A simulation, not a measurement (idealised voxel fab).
The following process module bears the name voxel released beams.
Shown is cross-section cut, with a width of 285 nm and square cells of size 5 nm.
Cross-sections here: square-cell grids, written as top-down lists of bands, a band being one or more rows of cells.
Band: top and bottom heights (nm) first, top before bottom; then materials from left to right, widths in nm. "everywhere" marks a sole material filling the band edge to edge. "blank" denotes empty space.
Height is counted from the level 0, under which the received wafer is composed throughout of one material. The lowest of the bands is not closed at the bottom but continues downward, in the notation "from 0 down".
The expression "30->40" gives the width at the extremes of the band, the first number at its top row of cells and the second at its bottom row, with the width changing by equal amounts from each row to the next in between.
What does "nothing altered" mean for a step? It means no cell of the cross-section changed in that step.
Entry "Closed voids list" = empty spaces >= 8 cells with no open way to the top; each as width x height at distance, distance from left edge, all nm.
Post-settings text on a step line: simulator's own remark regarding the step.
"overlay nm" denotes, for a step that has a mask, the displacement of the mask to the right of its planned place, with negative values corresponding to the left.
**Listed below are the process steps as planned**
1) RECEIVE with material Si
2) CONFORMAL_DEP with material Al2O3, thk nm 5
3) DIRECTIONAL_DEP with material SiO2, thk nm 20
4) PATTERN with tone open, mask id ANCHOR, material resist, width nm 35, thk nm 20, overlay nm 0
5) DIRECTIONAL_ETCH with etch materials SiO2, depth nm 20
6) STRIP with etch materials resist
7) CONFORMAL_DEP with material SiN, thk nm 15
8) MASKED_ETCH with tone cover, mask id BEAM, width nm 85, etch materials SiN, depth nm 15, overlay nm 0
9) STRIP with etch materials SiO2
**This is the cross-section of the wafer as we received it, i.e. after step 1**
    from 0 down  Si everywhere
    Closed voids list: none
**The first of the two wafers as seen in cross-section once the module was finished; processing followed the plan**
    from 40 to 25  blank (95), then SiN (20), then blank (5), then SiN (60), then blank (105)
    from 25 to 20  blank (100), then SiN (15), then blank (5), then SiN (15), then blank (150)
    from 20 to 5  blank (100), then SiN (35), then blank (150)
    from 5 to 0  Al2O3 everywhere
    from 0 down  Si everywhere
    Closed voids list: none
**Second wafer cross-section at end of module - shared start and plan with the first, one mistake in the run**
    from 35 to 20  blank (95), then SiN (20), then blank (5), then SiN (60), then blank (105)
    from 20 to 15  blank (100), then SiN (15), then blank (5), then SiN (15), then blank (150)
    from 15 to 0  blank (100), then SiN (35), then blank (150)
    from 0 down  Si everywhere
    Closed voids list: none
Against the plan, the run slipped here: step 2 of the plan: omitted, not performed
It is noted that, at the conclusion of processing, the second wafer exhibits a higher or lower cell count for certain materials relative to the first: Al2O3: 57 fewer
